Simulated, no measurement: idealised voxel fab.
Proc. module: voxel tone inversion
Section cut is 230 nm wide and gridded with 5 nm square cells.
Just so we're on the same page, the cross-sections are grids of square cells, and they're listed out in bands top to bottom, each band one or more rows deep.
Band: top and bottom heights (nm) first, top before bottom; then materials from left to right, widths in nm. "full width" marks a sole material filling the band edge to edge. "blank" denotes empty space.
The level at which height equals 0 is the one under which the wafer, as it arrives, is entirely one material. No lower edge exists for the bottom band, which continues downward and is notated as in "0 nm and below".
It should be noted that a width expressed as "30->40" varies in equal increments from row to row of cells within the band, taking the value of the first number at the top row and that of the second number at the bottom row.
It should be understood that the words "nothing changed", when stated for a given step, signify that the cross-section underwent no change in any of its cells during that step.
In "Enclosed voids" the enclosed voids are listed, meaning empty spaces of 8 cells or larger without any opening to the top. The form is width x height at distance, distance from the left edge, units nm.
What comes after the settings on a step's line is commentary from the simulator itself on that step.
You can add "overlay nm" to a step's line. For a step with a mask, it describes how far the mask lay to the right of its planned position, and a negative number describes a lay to the left.
[These are the steps we planned for the process]
| 1 | op RECEIVE | material Si |
| 2 | op CONFORMAL_DEP | material SiN | thk nm 10 |
| 3 | op DIRECTIONAL_DEP | material polySi | thk nm 15 |
| 4 | op PATTERN | tone cover | mask id POSTS | material resist | width nm 15 | pitch nm 30 | thk nm 25 | overlay nm -15 |
| 5 | op DIRECTIONAL_ETCH | etch materials polySi | depth nm 15 |
| 6 | op STRIP | etch materials resist |
| 7 | op FILL_DEP | material lowk | thk nm 10 |
| 8 | op CMP | height nm 25 |
| 9 | op STRIP | etch materials polySi |
| 10 | op CONFORMAL_DEP | material TiN | thk nm 5 |
| 11 | op FILL_DEP | material W | thk nm 10 |
| 12 | op CMP | height nm 25 |
| 13 | op CONFORMAL_DEP | material SiCN | thk nm 5 |
Split variable: overlay nm, step 4. Plan value = first wafer. Wafers start alike.
[As-received state after step 1, first of several wafers, cross-section]
  0 nm and below = Si full width
  Enclosed voids: none
[End-of-module cross-section, first of several wafers, after last step 13]
  30 nm to 25 nm = SiCN full width
  25 nm to 15 nm = 45 nm lowk  5 nm TiN  5 nm W  5 nm TiN  15 nm lowk  5 nm TiN  5 nm W  5 nm TiN  15 nm lowk  5 nm TiN  5 nm W  5 nm TiN  15 nm lowk  5 nm TiN  5 nm W  5 nm TiN  80 nm lowk
  15 nm to 10 nm = 45 nm lowk  15 nm TiN  15 nm lowk  15 nm TiN  15 nm lowk  15 nm TiN  15 nm lowk  15 nm TiN  80 nm lowk
  10 nm to 0 nm = SiN full width
  0 nm and below = Si full width
  Enclosed voids: none
[Final wafer of several, shown in cross-section at the end of the module]
  30 nm to 25 nm = SiCN full width
  25 nm to 15 nm = 75 nm lowk  5 nm TiN  5 nm W  5 nm TiN  15 nm lowk  5 nm TiN  5 nm W  5 nm TiN  15 nm lowk  5 nm TiN  5 nm W  5 nm TiN  15 nm lowk  5 nm TiN  5 nm W  5 nm TiN  50 nm lowk
  15 nm to 10 nm = 75 nm lowk  15 nm TiN  15 nm lowk  15 nm TiN  15 nm lowk  15 nm TiN  15 nm lowk  15 nm TiN  50 nm lowk
  10 nm to 0 nm = SiN full width
  0 nm and below = Si full width
  Enclosed voids: none
[End of module, by wafer: material-by-material cell gain (+) or loss (-) since receipt, then closed voids]
overlay nm -15; +46 SiCN; +92 SiN; +28 TiN; +8 W; +102 lowk; Enclosed voids: none
overlay nm -10; +46 SiCN; +92 SiN; +28 TiN; +8 W; +102 lowk; Enclosed voids: none
overlay nm -5; +46 SiCN; +92 SiN; +28 TiN; +8 W; +102 lowk; Enclosed voids: none
overlay nm 0; +46 SiCN; +92 SiN; +28 TiN; +8 W; +102 lowk; Enclosed voids: none
overlay nm 5; +46 SiCN; +92 SiN; +28 TiN; +8 W; +102 lowk; Enclosed voids: none
overlay nm 10; +46 SiCN; +92 SiN; +28 TiN; +8 W; +102 lowk; Enclosed voids: none
overlay nm 15; +46 SiCN; +92 SiN; +28 TiN; +8 W; +102 lowk; Enclosed voids: none
